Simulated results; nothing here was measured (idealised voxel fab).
A process module follows: voxel self aligned contacts.
For reference, the cross-section in this document is cut, with width 295 nm and square cells of 5 nm.
This document writes a cross-section as a grid whose cells are square, and gives it as bands, listed from the top down; one or more rows of cells form a band. Within each band entry, the heights of the top and of the bottom of the band appear first, in that order and in nm; the materials of the band then follow from left to right, each with its corresponding width in nm. The designation "all across" on a single material indicates that it fills the band from edge to edge; the designation "empty" indicates empty space. Beneath 0, the wafer as received is one material, and that level is where height counting begins. The lowest band goes on downward without a bottom; it is written like "0 and below". A width given as "30 to 40" starts at the first number in the band's top row and ends at the second number in its bottom row, shifting by an equal amount at every step from row to row. The designation "no alteration", where it is given for a processing step, indicates that no cell of the cross-section was altered in the course of that step. Heads up: "Entrapped voids" only lists the empty pockets with no open path to the top that are 8 cells or more, and it writes them as width x height at distance, distance from the left edge, in nm. Post-settings text on a step line: simulator's own remark regarding the step. "overlay nm" denotes, for a step that has a mask, the displacement of the mask to the right of its planned place, with negative values corresponding to the left.
Planned process steps:
1,RECEIVE | material Si
2,CONFORMAL_DEP | material SiO2 | thk nm 5
3,DIRECTIONAL_DEP | material polySi | thk nm 20
4,DIRECTIONAL_DEP | material SiN | thk nm 20
5,DIRECTIONAL_DEP | material aC | thk nm 10
6,PATTERN | tone cover | mask id GATE | material resist | width nm 30 | pitch nm 75 | thk nm 25 | overlay nm 0
7,DIRECTIONAL_ETCH | etch materials aC | depth nm 10
8,STRIP | etch materials resist
9,DIRECTIONAL_ETCH | etch materials SiN | depth nm 20
10,DIRECTIONAL_ETCH | etch materials polySi | depth nm 20
11,STRIP | etch materials aC
12,CONFORMAL_DEP | material SiN | thk nm 10
13,DIRECTIONAL_ETCH | etch materials SiN | depth nm 10
14,FILL_DEP | material SiO2 | thk nm 20
15,CMP | height nm 55
16,DIRECTIONAL_DEP | material aC | thk nm 15
17,PATTERN | tone open | mask id CONTACT | material resist | width nm 55 | thk nm 30 | overlay nm 0
18,DIRECTIONAL_ETCH | etch materials aC | depth nm 15
19,STRIP | etch materials resist
20,DIRECTIONAL_ETCH | etch materials SiO2 | depth nm 55
21,STRIP | etch materials aC
22,CONFORMAL_DEP | material TiN | thk nm 5
23,FILL_DEP | material W | thk nm 5
24,CMP | height nm 55
25,CONFORMAL_DEP | material SiN | thk nm 5
Same starting wafers, different thk nm at step 22. Plan value belongs to the first wafer.
The first of several wafers in cross-section, exactly as it reached us after step 1:
- 0 and below | Si all across
- Entrapped voids: none
The rows of the table below are wafers. Looking at the end of the module, a row counts, for every material, the cells the wafer has gained, shown as (+), or lost, shown as (-), since it was received; its closed voids come next:
thk nm 5; +171 SiN; +422 SiO2; +31 TiN; +36 W; +48 polySi; Entrapped voids: none
thk nm 10; +171 SiN; +422 SiO2; +58 TiN; +9 W; +48 polySi; Entrapped voids: none
thk nm 15; +171 SiN; +422 SiO2; +67 TiN; +48 polySi; Entrapped voids: none
thk nm 20; +171 SiN; +422 SiO2; +67 TiN; +48 polySi; Entrapped voids: none
